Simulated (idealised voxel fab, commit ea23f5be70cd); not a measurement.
The process module presented herein is designated voxel wiring stack.
Pictured: cross-section cut, 230 nm wide, on a grid of 5 nm square cells.
Notation: cross-section as square-cell grid; stated in bands, top first, going down; one or more cell rows per band. Within each band entry, the heights of the top and of the bottom of the band appear first, in that order and in nm; the materials of the band then follow from left to right, each with its corresponding width in nm. The designation "edge to edge" on a single material indicates that it fills the band from edge to edge; the designation "empty" indicates empty space. Ref level 0: as-received wafer is one material below here. Bottom band extends down with no lower bound ("top 0, no bottom"). Read "30..40" as a graded width: first number on top, second number at the bottom, same change between each pair of neighbouring rows. "all unchanged" (step): cross-section cells unchanged, all of them. "Fully enclosed voids" means: voids of 8 cells or more that are shut off from the top with no open way through. Written width x height at distance, distance from the left edge, in nm. Step line, after settings: the simulator's comment on this step. overlay nm: mask right of planned place by this much (step with mask). Neg. = left.
-- Planned step list for the process
1: RECEIVE | material Si
2: CONFORMAL_DEP | material SiO2 | thk nm 10
3: DIRECTIONAL_DEP | material TiN | thk nm 5
4: DIRECTIONAL_DEP | material W | thk nm 25
5: MASKED_ETCH | tone cover | mask id METAL_1 | width nm 25 | pitch nm 40 | etch materials W | depth nm 25 | overlay nm 0
6: MASKED_ETCH | tone cover | mask id METAL_1 | width nm 25 | pitch nm 40 | etch materials TiN | depth nm 5 | overlay nm 0
7: CONFORMAL_DEP | material SiCN | thk nm 5
8: FILL_DEP | material lowk | thk nm 10
9: CMP | height nm 40
10: CONFORMAL_DEP | material SiCN | thk nm 5
11: DIRECTIONAL_DEP | material SiO2 | thk nm 10
12: PATTERN | tone open | mask id PLUG_1 | material resist | width nm 15 | thk nm 20 | overlay nm 0
13: DIRECTIONAL_ETCH | etch materials SiO2 | depth nm 10
14: DIRECTIONAL_ETCH | etch materials SiCN | depth nm 5
15: STRIP | etch materials resist
16: CONFORMAL_DEP | material TiN | thk nm 5
17: FILL_DEP | material Ru | thk nm 5
18: CMP | height nm 55
19: CONFORMAL_DEP | material SiCN | thk nm 5
20: DIRECTIONAL_DEP | material lowk | thk nm 25
21: MASKED_ETCH | tone open | mask id METAL_2 | width nm 25 | pitch nm 40 | etch materials lowk | depth nm 25 | overlay nm 0
22: MASKED_ETCH | tone open | mask id METAL_2 | width nm 25 | pitch nm 40 | etch materials SiCN | depth nm 5 | overlay nm 0
23: CONFORMAL_DEP | material TiN | thk nm 5
24: FILL_DEP | material Cu | thk nm 5
25: CMP | height nm 85
26: CONFORMAL_DEP | material SiCN | thk nm 5
27: DIRECTIONAL_DEP | material lowk | thk nm 10
28: MASKED_ETCH | tone open | mask id PLUG_2 | width nm 15 | etch materials lowk | depth nm 10 | overlay nm 0
29: MASKED_ETCH | tone open | mask id PLUG_2 | width nm 15 | etch materials SiCN | depth nm 5 | overlay nm 0
30: CONFORMAL_DEP | material TiN | thk nm 5
31: FILL_DEP | material Cu | thk nm 5
32: CMP | height nm 100
33: DIRECTIONAL_DEP | material TiN | thk nm 5
34: DIRECTIONAL_DEP | material W | thk nm 25
35: DIRECTIONAL_DEP | material aC | thk nm 10
36: PATTERN | tone cover | mask id METAL_3 | material resist | width nm 25 | pitch nm 40 | thk nm 25 | overlay nm 0
37: DIRECTIONAL_ETCH | etch materials aC | depth nm 10
38: STRIP | etch materials resist
39: DIRECTIONAL_ETCH | etch materials W | depth nm 25
40: DIRECTIONAL_ETCH | etch materials TiN | depth nm 5
41: STRIP | etch materials aC
42: FILL_DEP | material lowk | thk nm 10
43: CMP | height nm 130
44: CONFORMAL_DEP | material SiCN | thk nm 5
45: DIRECTIONAL_DEP | material lowk | thk nm 10
46: MASKED_ETCH | tone open | mask id PLUG_3 | width nm 15 | etch materials lowk | depth nm 10 | overlay nm 0
47: MASKED_ETCH | tone open | mask id PLUG_3 | width nm 15 | etch materials SiCN | depth nm 5 | overlay nm 0
48: CONFORMAL_DEP | material TiN | thk nm 5
49: FILL_DEP | material W | thk nm 10
50: CMP | height nm 145
51: CONFORMAL_DEP | material SiN | thk nm 5
52: DIRECTIONAL_DEP | material SiO2 | thk nm 25
53: MASKED_ETCH | tone open | mask id METAL_4 | width nm 25 | pitch nm 40 | etch materials SiO2 | depth nm 25 | overlay nm 0
54: MASKED_ETCH | tone open | mask id METAL_4 | width nm 25 | pitch nm 40 | etch materials SiN | depth nm 5 | overlay nm 0
55: CONFORMAL_DEP | material TiN | thk nm 5
56: FILL_DEP | material Ru | thk nm 10
57: CMP | height nm 175
58: EPI | material Ru | thk nm 5
59: FILL_DEP | material SiCN | thk nm 5
-- First of two wafers, with the run carried out as planned
-- as received, after step 1
- top 0, no bottom  Si edge to edge
- Fully enclosed voids: none
-- How the wafer stands in section after step 2
- top 10, bottom 0  SiO2 edge to edge
- Under 0: no change, same as before.
-- How the wafer stands in section after step 3
- top 15, bottom 10  TiN edge to edge
- Under 10: no change, same as before.
-- How the wafer stands in section after step 4
- top 40, bottom 15  W edge to edge
- Under 15: no change, same as before.
-- How the wafer stands in section after step 5
- top 40, bottom 15  80 of empty / 25 of W / 15 of empty / 25 of W / 85 of empty
- Under 15: no change, same as before.
-- How the wafer stands in section after step 6
- top 40, bottom 15  80 of empty / 25 of W / 15 of empty / 25 of W / 85 of empty
- top 15, bottom 10  80 of empty / 25 of TiN / 15 of empty / 25 of TiN / 85 of empty
- Under 10: no change, same as before.
-- How the wafer stands in section after step 7
- top 45, bottom 40  75 of empty / 35 of SiCN / 5 of empty / 35 of SiCN / 80 of empty
- top 40, bottom 15  75 of empty / 5 of SiCN / 25 of W / 5 of SiCN / 5 of empty / 5 of SiCN / 25 of W / 5 of SiCN / 80 of empty
- top 15, bottom 10  80 of SiCN / 25 of TiN / 15 of SiCN / 25 of TiN / 85 of SiCN
- Under 10: no change, same as before.
-- How the wafer stands in section after step 8
- top 55, bottom 45  lowk edge to edge
- top 45, bottom 40  75 of lowk / 35 of SiCN / 5 of lowk / 35 of SiCN / 80 of lowk
- top 40, bottom 15  75 of lowk / 5 of SiCN / 25 of W / 5 of SiCN / 5 of lowk / 5 of SiCN / 25 of W / 5 of SiCN / 80 of lowk
- Under 15: no change, same as before.
-- How the wafer stands in section after step 9
- top 40, bottom 15  75 of lowk / 5 of SiCN / 25 of W / 5 of SiCN / 5 of lowk / 5 of SiCN / 25 of W / 5 of SiCN / 80 of lowk
- Under 15: no change, same as before.
-- How the wafer stands in section after step 10
- top 45, bottom 40  SiCN edge to edge
- Under 40: no change, same as before.
-- How the wafer stands in section after step 11
- top 55, bottom 45  SiO2 edge to edge
- Under 45: no change, same as before.
-- How the wafer stands in section after step 12
- top 75, bottom 55  80 of resist / 15 of empty / 135 of resist
- Under 55: no change, same as before.
-- How the wafer stands in section after step 13
- top 75, bottom 55  80 of resist / 15 of empty / 135 of resist
- top 55, bottom 45  80 of SiO2 / 15 of empty / 135 of SiO2
- Under 45: no change, same as before.
-- How the wafer stands in section after step 14
- top 75, bottom 55  80 of resist / 15 of empty / 135 of resist
- top 55, bottom 45  80 of SiO2 / 15 of empty / 135 of SiO2
- top 45, bottom 40  80 of SiCN / 15 of empty / 135 of SiCN
- Under 40: no change, same as before.
-- How the wafer stands in section after step 15
- top 55, bottom 45  80 of SiO2 / 15 of empty / 135 of SiO2
- Under 45: no change, same as before.
-- How the wafer stands in section after step 16
- top 60, bottom 55  85 of TiN / 5 of empty / 140 of TiN
- top 55, bottom 45  80 of SiO2 / 5 of TiN / 5 of empty / 5 of TiN / 135 of SiO2
- top 45, bottom 40  80 of SiCN / 15 of TiN / 135 of SiCN
- Under 40: no change, same as before.
-- How the wafer stands in section after step 17
- top 65, bottom 60  Ru edge to edge
- top 60, bottom 55  85 of TiN / 5 of Ru / 140 of TiN
- top 55, bottom 45  80 of SiO2 / 5 of TiN / 5 of Ru / 5 of TiN / 135 of SiO2
- Under 45: no change, same as before.
-- How the wafer stands in section after step 18
- top 55, bottom 45  80 of SiO2 / 5 of TiN / 5 of Ru / 5 of TiN / 135 of SiO2
- Under 45: no change, same as before.
-- How the wafer stands in section after step 19
- top 60, bottom 55  SiCN edge to edge
- Under 55: no change, same as before.
-- How the wafer stands in section after step 20
- top 85, bottom 60  lowk edge to edge
- Under 60: no change, same as before.
-- How the wafer stands in section after step 21
- top 85, bottom 60  80 of lowk / 25 of empty / 15 of lowk / 25 of empty / 85 of lowk
- Under 60: no change, same as before.
-- How the wafer stands in section after step 22
- top 85, bottom 60  80 of lowk / 25 of empty / 15 of lowk / 25 of empty / 85 of lowk
- top 60, bottom 55  80 of SiCN / 25 of empty / 15 of SiCN / 25 of empty / 85 of SiCN
- Under 55: no change, same as before.
-- How the wafer stands in section after step 23
- top 90, bottom 85  85 of TiN / 15 of empty / 25 of TiN / 15 of empty / 90 of TiN
- top 85, bottom 60  80 of lowk / 5 of TiN / 15 of empty / 5 of TiN / 15 of lowk / 5 of TiN / 15 of empty / 5 of TiN / 85 of lowk
- top 60, bottom 55  80 of SiCN / 25 of TiN / 15 of SiCN / 25 of TiN / 85 of SiCN
- Under 55: no change, same as before.
-- How the wafer stands in section after step 24
- top 95, bottom 90  Cu edge to edge
- top 90, bottom 85  85 of TiN / 15 of Cu / 25 of TiN / 15 of Cu / 90 of TiN
- top 85, bottom 60  80 of lowk / 5 of TiN / 15 of Cu / 5 of TiN / 15 of lowk / 5 of TiN / 15 of Cu / 5 of TiN / 85 of lowk
- Under 60: no change, same as before.
-- How the wafer stands in section after step 25
- top 85, bottom 60  80 of lowk / 5 of TiN / 15 of Cu / 5 of TiN / 15 of lowk / 5 of TiN / 15 of Cu / 5 of TiN / 85 of lowk
- Under 60: no change, same as before.
-- How the wafer stands in section after step 26
- top 90, bottom 85  SiCN edge to edge
- Under 85: no change, same as before.
-- How the wafer stands in section after step 27
- top 100, bottom 90  lowk edge to edge
- Under 90: no change, same as before.
-- How the wafer stands in section after step 28
- top 100, bottom 90  80 of lowk / 15 of empty / 135 of lowk
- Under 90: no change, same as before.
-- How the wafer stands in section after step 29
- top 100, bottom 90  80 of lowk / 15 of empty / 135 of lowk
- top 90, bottom 85  80 of SiCN / 15 of empty / 135 of SiCN
- Under 85: no change, same as before.
-- How the wafer stands in section after step 30
- top 105, bottom 100  85 of TiN / 5 of empty / 140 of TiN
- top 100, bottom 90  80 of lowk / 5 of TiN / 5 of empty / 5 of TiN / 135 of lowk
- top 90, bottom 85  80 of SiCN / 15 of TiN / 135 of SiCN
- Under 85: no change, same as before.
-- How the wafer stands in section after step 31
- top 110, bottom 105  Cu edge to edge
- top 105, bottom 100  85 of TiN / 5 of Cu / 140 of TiN
- top 100, bottom 90  80 of lowk / 5 of TiN / 5 of Cu / 5 of TiN / 135 of lowk
- Under 90: no change, same as before.
-- How the wafer stands in section after step 32
- top 100, bottom 90  80 of lowk / 5 of TiN / 5 of Cu / 5 of TiN / 135 of lowk
- Under 90: no change, same as before.
-- How the wafer stands in section after step 33
- top 105, bottom 100  TiN edge to edge
- Under 100: no change, same as before.
-- How the wafer stands in section after step 34
- top 130, bottom 105  W edge to edge
- Under 105: no change, same as before.
-- How the wafer stands in section after step 35
- top 140, bottom 130  aC edge to edge
- Under 130: no change, same as before.
-- How the wafer stands in section after step 36
- top 165, bottom 140  80 of empty / 25 of resist / 15 of empty / 25 of resist / 85 of empty
- Under 140: no change, same as before.
-- How the wafer stands in section after step 37
- top 155, bottom 140  80 of empty / 25 of resist / 15 of empty / 25 of resist / 85 of empty
- top 140, bottom 130  80 of empty / 25 of aC / 15 of empty / 25 of aC / 85 of empty
- Under 130: no change, same as before.
-- How the wafer stands in section after step 38
- top 140, bottom 130  80 of empty / 25 of aC / 15 of empty / 25 of aC / 85 of empty
- Under 130: no change, same as before.
-- How the wafer stands in section after step 39
- top 140, bottom 130  80 of empty / 25 of aC / 15 of empty / 25 of aC / 85 of empty
- top 130, bottom 105  80 of empty / 25 of W / 15 of empty / 25 of W / 85 of empty
- Under 105: no change, same as before.
-- How the wafer stands in section after step 40
- top 140, bottom 130  80 of empty / 25 of aC / 15 of empty / 25 of aC / 85 of empty
- top 130, bottom 105  80 of empty / 25 of W / 15 of empty / 25 of W / 85 of empty
- top 105, bottom 100  80 of empty / 25 of TiN / 15 of empty / 25 of TiN / 85 of empty
- Under 100: no change, same as before.
-- How the wafer stands in section after step 41
- top 130, bottom 105  80 of empty / 25 of W / 15 of empty / 25 of W / 85 of empty
- Under 105: no change, same as before.
-- How the wafer stands in section after step 42
- top 140, bottom 130  lowk edge to edge
- top 130, bottom 105  80 of lowk / 25 of W / 15 of lowk / 25 of W / 85 of lowk
- top 105, bottom 100  80 of lowk / 25 of TiN / 15 of lowk / 25 of TiN / 85 of lowk
- Under 100: no change, same as before.
-- How the wafer stands in section after step 43
- top 130, bottom 105  80 of lowk / 25 of W / 15 of lowk / 25 of W / 85 of lowk
- Under 105: no change, same as before.
-- How the wafer stands in section after step 44
- top 135, bottom 130  SiCN edge to edge
- Under 130: no change, same as before.
-- How the wafer stands in section after step 45
- top 145, bottom 135  lowk edge to edge
- Under 135: no change, same as before.
-- How the wafer stands in section after step 46
- top 145, bottom 135  80 of lowk / 15 of empty / 135 of lowk
- Under 135: no change, same as before.
-- How the wafer stands in section after step 47
- top 145, bottom 135  80 of lowk / 15 of empty / 135 of lowk
- top 135, bottom 130  80 of SiCN / 15 of empty / 135 of SiCN
- Under 130: no change, same as before.
-- How the wafer stands in section after step 48
- top 150, bottom 145  85 of TiN / 5 of empty / 140 of TiN
- top 145, bottom 135  80 of lowk / 5 of TiN / 5 of empty / 5 of TiN / 135 of lowk
- top 135, bottom 130  80 of SiCN / 15 of TiN / 135 of SiCN
- Under 130: no change, same as before.
-- How the wafer stands in section after step 49
- top 160, bottom 150  W edge to edge
- top 150, bottom 145  85 of TiN / 5 of W / 140 of TiN
- top 145, bottom 135  80 of lowk / 5 of TiN / 5 of W / 5 of TiN / 135 of lowk
- Under 135: no change, same as before.
-- How the wafer stands in section after step 50
- top 145, bottom 135  80 of lowk / 5 of TiN / 5 of W / 5 of TiN / 135 of lowk
- Under 135: no change, same as before.
-- How the wafer stands in section after step 51
- top 150, bottom 145  SiN edge to edge
- Under 145: no change, same as before.
-- How the wafer stands in section after step 52
- top 175, bottom 150  SiO2 edge to edge
- Under 150: no change, same as before.
-- How the wafer stands in section after step 53
- top 175, bottom 150  80 of SiO2 / 25 of empty / 15 of SiO2 / 25 of empty / 85 of SiO2
- Under 150: no change, same as before.
-- How the wafer stands in section after step 54
- top 175, bottom 150  80 of SiO2 / 25 of empty / 15 of SiO2 / 25 of empty / 85 of SiO2
- top 150, bottom 145  80 of SiN / 25 of empty / 15 of SiN / 25 of empty / 85 of SiN
- Under 145: no change, same as before.
-- How the wafer stands in section after step 55
- top 180, bottom 175  85 of TiN / 15 of empty / 25 of TiN / 15 of empty / 90 of TiN
- top 175, bottom 150  80 of SiO2 / 5 of TiN / 15 of empty / 5 of TiN / 15 of SiO2 / 5 of TiN / 15 of empty / 5 of TiN / 85 of SiO2
- top 150, bottom 145  80 of SiN / 25 of TiN / 15 of SiN / 25 of TiN / 85 of SiN
- Under 145: no change, same as before.
-- How the wafer stands in section after step 56
- top 190, bottom 180  Ru edge to edge
- top 180, bottom 175  85 of TiN / 15 of Ru / 25 of TiN / 15 of Ru / 90 of TiN
- top 175, bottom 150  80 of SiO2 / 5 of TiN / 15 of Ru / 5 of TiN / 15 of SiO2 / 5 of TiN / 15 of Ru / 5 of TiN / 85 of SiO2
- Under 150: no change, same as before.
-- How the wafer stands in section after step 57
- top 175, bottom 150  80 of SiO2 / 5 of TiN / 15 of Ru / 5 of TiN / 15 of SiO2 / 5 of TiN / 15 of Ru / 5 of TiN / 85 of SiO2
- Under 150: no change, same as before.
-- How the wafer stands in section after step 58
- top 180, bottom 175  75 of empty / 35 of Ru / 5 of empty / 35 of Ru / 80 of empty
- Under 175: no change, same as before.
-- How the wafer stands in section after step 59
- top 185, bottom 180  SiCN edge to edge
- top 180, bottom 175  75 of SiCN / 35 of Ru / 5 of SiCN / 35 of Ru / 80 of SiCN
- Under 175: no change, same as before.
-- For the second wafer, take the first wafer's start and plan, then add one mistake made in running it; everything through step 58, that step included, is shared with the first
-- The second wafer cut through, at the time step 59 was supposed to be finished
- top 185, bottom 180  SiO2 edge to edge
- top 180, bottom 175  75 of SiO2 / 35 of Ru / 5 of SiO2 / 35 of Ru / 80 of SiO2
- Under 175: no change, same as before.
So what did we get wrong on this run? step 59 did not happen as planned, as run it was FILL_DEP | material SiO2 | thk nm 5
Wrapping up, a cell-based count of both wafers puts the second over or under the first for these materials: -78 SiCN | +78 SiO2
